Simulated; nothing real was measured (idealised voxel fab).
process module | voxel capacitor over wiring
cross-section cut | 265 nm wide | cells 5 nm
A cross-section is a grid of square cells, given in bands from the top down. A band is one or more rows of cells.
Each band's line starts with the height of the band's top and of its bottom, in nm. Then come its materials from left to right, each with its width in nm. One material with "throughout" fills the band from edge to edge. "air" is empty space.
Height 0 is the level under which the wafer as received is all one material. The lowest band goes on downwards, as in "0 down".
A width such as "30 to 40" changes by the same amount from each row of cells to the next, from the band's top row to its bottom row.
"no change" after a step means that no cell of the cross-section changed.
closed voids: empty space of 8 cells or more with no open way to the top, each as width x height at its distance from the left edge, in nm
after a step's settings: what the simulator itself notes on the step
overlay nm, on a step with a mask: how far to the right of its planned place the mask lay; to the left if negative
plan
1 op RECEIVE | material Si
2 op CONFORMAL_DEP | material SiO2 | thk nm 15
3 op CONFORMAL_DEP | material SiCN | thk nm 5
4 op DIRECTIONAL_DEP | material SiO2 | thk nm 20
5 op MASKED_ETCH | tone open | mask id METAL_1 | width nm 30 | pitch nm 90 | etch materials SiO2 | depth nm 20 | overlay nm 0
6 op MASKED_ETCH | tone open | mask id METAL_1 | width nm 30 | pitch nm 90 | etch materials SiCN | depth nm 5 | overlay nm 0
7 op CONFORMAL_DEP | material TiN | thk nm 5
8 op FILL_DEP | material Cu | thk nm 10
9 op CMP | height nm 40
10 op CONFORMAL_DEP | material SiCN | thk nm 5
11 op DIRECTIONAL_DEP | material lowk | thk nm 15
12 op PATTERN | tone open | mask id PLUG_1 | material resist | width nm 15 | thk nm 20 | overlay nm 0
13 op DIRECTIONAL_ETCH | etch materials lowk | depth nm 15
14 op DIRECTIONAL_ETCH | etch materials SiCN | depth nm 5
15 op STRIP | etch materials resist
16 op EPI | material Ru | thk nm 10
17 op EPI | material Ru | thk nm 10
18 op DIRECTIONAL_DEP | material TiN | thk nm 5
19 op DIRECTIONAL_DEP | material HfO2 | thk nm 5
20 op DIRECTIONAL_DEP | material TiN | thk nm 5
21 op DIRECTIONAL_DEP | material aC | thk nm 15
22 op PATTERN | tone cover | mask id UPPER_PLATE | material resist | width nm 65 | thk nm 30 | overlay nm 0
23 op DIRECTIONAL_ETCH | etch materials aC | depth nm 15
24 op STRIP | etch materials resist
25 op DIRECTIONAL_ETCH | etch materials TiN | depth nm 5
26 op DIRECTIONAL_ETCH | etch materials HfO2 | depth nm 5
27 op STRIP | etch materials aC
28 op MASKED_ETCH | tone cover | mask id LOWER_PLATE | width nm 75 | etch materials TiN | depth nm 5 | overlay nm 0
29 op FILL_DEP | material SiO2 | thk nm 15
30 op CMP | height nm 85
31 op DIRECTIONAL_DEP | material aC | thk nm 15
32 op PATTERN | tone open | mask id PLUG_2 | material resist | width nm 15 | thk nm 30 | overlay nm 0
33 op DIRECTIONAL_ETCH | etch materials aC | depth nm 15
34 op STRIP | etch materials resist
35 op DIRECTIONAL_ETCH | etch materials SiO2 | depth nm 10
36 op STRIP | etch materials aC
37 op CONFORMAL_DEP | material TiN | thk nm 5
38 op FILL_DEP | material Cu | thk nm 5
39 op CMP | height nm 85
40 op CONFORMAL_DEP | material SiCN | thk nm 5
first wafer, as planned
as received, after step 1
  0 down: Si throughout
  closed voids: none
after step 2
  15 to 0: SiO2 throughout
  below 0: unchanged
after step 3
  20 to 15: SiCN throughout
  below 15: unchanged
after step 4
  40 to 20: SiO2 throughout
  below 20: unchanged
after step 5
  40 to 20: SiO2 70 | air 30 | SiO2 60 | air 30 | SiO2 75
  below 20: unchanged
after step 6
  40 to 20: SiO2 70 | air 30 | SiO2 60 | air 30 | SiO2 75
  20 to 15: SiCN 70 | air 30 | SiCN 60 | air 30 | SiCN 75
  below 15: unchanged
after step 7
  45 to 40: TiN 75 | air 20 | TiN 70 | air 20 | TiN 80
  40 to 20: SiO2 70 | TiN 5 | air 20 | TiN 5 | SiO2 60 | TiN 5 | air 20 | TiN 5 | SiO2 75
  20 to 15: SiCN 70 | TiN 30 | SiCN 60 | TiN 30 | SiCN 75
  below 15: unchanged
after step 8
  55 to 45: Cu throughout
  45 to 40: TiN 75 | Cu 20 | TiN 70 | Cu 20 | TiN 80
  40 to 20: SiO2 70 | TiN 5 | Cu 20 | TiN 5 | SiO2 60 | TiN 5 | Cu 20 | TiN 5 | SiO2 75
  below 20: unchanged
after step 9
  40 to 20: SiO2 70 | TiN 5 | Cu 20 | TiN 5 | SiO2 60 | TiN 5 | Cu 20 | TiN 5 | SiO2 75
  below 20: unchanged
after step 10
  45 to 40: SiCN throughout
  below 40: unchanged
after step 11
  60 to 45: lowk throughout
  below 45: unchanged
after step 12
  80 to 60: resist 85 | air 15 | resist 165
  below 60: unchanged
after step 13
  80 to 60: resist 85 | air 15 | resist 165
  60 to 45: lowk 85 | air 15 | lowk 165
  below 45: unchanged
after step 14
  80 to 60: resist 85 | air 15 | resist 165
  60 to 45: lowk 85 | air 15 | lowk 165
  45 to 40: SiCN 85 | air 15 | SiCN 165
  below 40: unchanged
after step 15
  60 to 45: lowk 85 | air 15 | lowk 165
  below 45: unchanged
after step 16
  60 to 50: lowk 85 | air 15 | lowk 165
  50 to 45: lowk 85 | Ru 15 | lowk 165
  45 to 40: SiCN 85 | Ru 15 | SiCN 165
  below 40: unchanged
after step 17
  60 to 45: lowk 85 | Ru 15 | lowk 165
  below 45: unchanged
after step 18
  65 to 60: TiN throughout
  below 60: unchanged
after step 19
  70 to 65: HfO2 throughout
  below 65: unchanged
after step 20
  75 to 70: TiN throughout
  below 70: unchanged
after step 21
  90 to 75: aC throughout
  below 75: unchanged
after step 22
  120 to 90: air 85 | resist 65 | air 115
  below 90: unchanged
after step 23
  105 to 90: air 85 | resist 65 | air 115
  90 to 75: air 85 | aC 65 | air 115
  below 75: unchanged
after step 24
  90 to 75: air 85 | aC 65 | air 115
  below 75: unchanged
after step 25
  90 to 75: air 85 | aC 65 | air 115
  75 to 70: air 85 | TiN 65 | air 115
  below 70: unchanged
after step 26
  90 to 75: air 85 | aC 65 | air 115
  75 to 70: air 85 | TiN 65 | air 115
  70 to 65: air 85 | HfO2 65 | air 115
  below 65: unchanged
after step 27
  75 to 70: air 85 | TiN 65 | air 115
  below 70: unchanged
after step 28
  75 to 70: air 85 | TiN 65 | air 115
  70 to 65: air 85 | HfO2 65 | air 115
  65 to 60: air 80 | TiN 75 | air 110
  below 60: unchanged
after step 29
  90 to 75: SiO2 throughout
  75 to 70: SiO2 85 | TiN 65 | SiO2 115
  70 to 65: SiO2 85 | HfO2 65 | SiO2 115
  65 to 60: SiO2 80 | TiN 75 | SiO2 110
  below 60: unchanged
after step 30
  85 to 75: SiO2 throughout
  below 75: unchanged
after step 31
  100 to 85: aC throughout
  below 85: unchanged
after step 32
  130 to 100: resist 95 | air 15 | resist 155
  below 100: unchanged
after step 33
  115 to 100: resist 95 | air 15 | resist 155
  100 to 85: aC 95 | air 15 | aC 155
  below 85: unchanged
after step 34
  100 to 85: aC 95 | air 15 | aC 155
  below 85: unchanged
after step 35
  100 to 85: aC 95 | air 15 | aC 155
  85 to 75: SiO2 95 | air 15 | SiO2 155
  below 75: unchanged
after step 36
  85 to 75: SiO2 95 | air 15 | SiO2 155
  below 75: unchanged
after step 37
  90 to 85: TiN 100 | air 5 | TiN 160
  85 to 80: SiO2 95 | TiN 5 | air 5 | TiN 5 | SiO2 155
  80 to 70: SiO2 95 to 85 | TiN 15 to 65 | SiO2 155 to 115
  below 70: unchanged
after step 38
  95 to 90: Cu throughout
  90 to 85: TiN 100 | Cu 5 | TiN 160
  85 to 80: SiO2 95 | TiN 5 | Cu 5 | TiN 5 | SiO2 155
  below 80: unchanged
after step 39
  85 to 80: SiO2 95 | TiN 5 | Cu 5 | TiN 5 | SiO2 155
  below 80: unchanged
after step 40
  90 to 85: SiCN throughout
  below 85: unchanged
second wafer: like start, like plan, one mistake. Through step 21 it matches the first wafer
when step 22 should have ended
  120 to 90: air 90 | resist 60 | air 115
  below 90: unchanged
when step 23 should have ended
  105 to 90: air 90 | resist 60 | air 115
  90 to 75: air 90 | aC 60 | air 115
  below 75: unchanged
when step 24 should have ended
  90 to 75: air 90 | aC 60 | air 115
  below 75: unchanged
when step 25 should have ended
  90 to 75: air 90 | aC 60 | air 115
  75 to 70: air 90 | TiN 60 | air 115
  below 70: unchanged
when step 26 should have ended
  90 to 75: air 90 | aC 60 | air 115
  75 to 70: air 90 | TiN 60 | air 115
  70 to 65: air 90 | HfO2 60 | air 115
  below 65: unchanged
when step 27 should have ended
  75 to 70: air 90 | TiN 60 | air 115
  below 70: unchanged
when step 28 should have ended
  75 to 70: air 90 | TiN 60 | air 115
  70 to 65: air 90 | HfO2 60 | air 115
  65 to 60: air 80 | TiN 75 | air 110
  below 60: unchanged
when step 29 should have ended
  90 to 75: SiO2 throughout
  75 to 70: SiO2 90 | TiN 60 | SiO2 115
  70 to 65: SiO2 90 | HfO2 60 | SiO2 115
  65 to 60: SiO2 80 | TiN 75 | SiO2 110
  below 60: unchanged
when step 30 should have ended
  85 to 75: SiO2 throughout
  below 75: unchanged
when step 31 should have ended
  100 to 85: aC throughout
  below 85: unchanged
when step 32 should have ended
  130 to 100: resist 95 | air 15 | resist 155
  below 100: unchanged
when step 33 should have ended
  115 to 100: resist 95 | air 15 | resist 155
  100 to 85: aC 95 | air 15 | aC 155
  below 85: unchanged
when step 34 should have ended
  100 to 85: aC 95 | air 15 | aC 155
  below 85: unchanged
when step 35 should have ended
  100 to 85: aC 95 | air 15 | aC 155
  85 to 75: SiO2 95 | air 15 | SiO2 155
  below 75: unchanged
when step 36 should have ended
  85 to 75: SiO2 95 | air 15 | SiO2 155
  below 75: unchanged
when step 37 should have ended
  90 to 85: TiN 100 | air 5 | TiN 160
  85 to 80: SiO2 95 | TiN 5 | air 5 | TiN 5 | SiO2 155
  80 to 70: SiO2 95 to 90 | TiN 15 to 60 | SiO2 155 to 115
  below 70: unchanged
when step 38 should have ended
  95 to 90: Cu throughout
  90 to 85: TiN 100 | Cu 5 | TiN 160
  85 to 80: SiO2 95 | TiN 5 | Cu 5 | TiN 5 | SiO2 155
  below 80: unchanged
when step 39 should have ended
  85 to 80: SiO2 95 | TiN 5 | Cu 5 | TiN 5 | SiO2 155
  below 80: unchanged
when step 40 should have ended
  90 to 85: SiCN throughout
  below 85: unchanged
what went wrong: step 22 ran as: op PATTERN | tone cover | mask id UPPER_PLATE | material resist | width nm 60 | thk nm 30 | overlay nm 0
at the end the second wafer has, in cells: 1 fewer of HfO2 | 2 more of SiO2 | 1 fewer of TiN
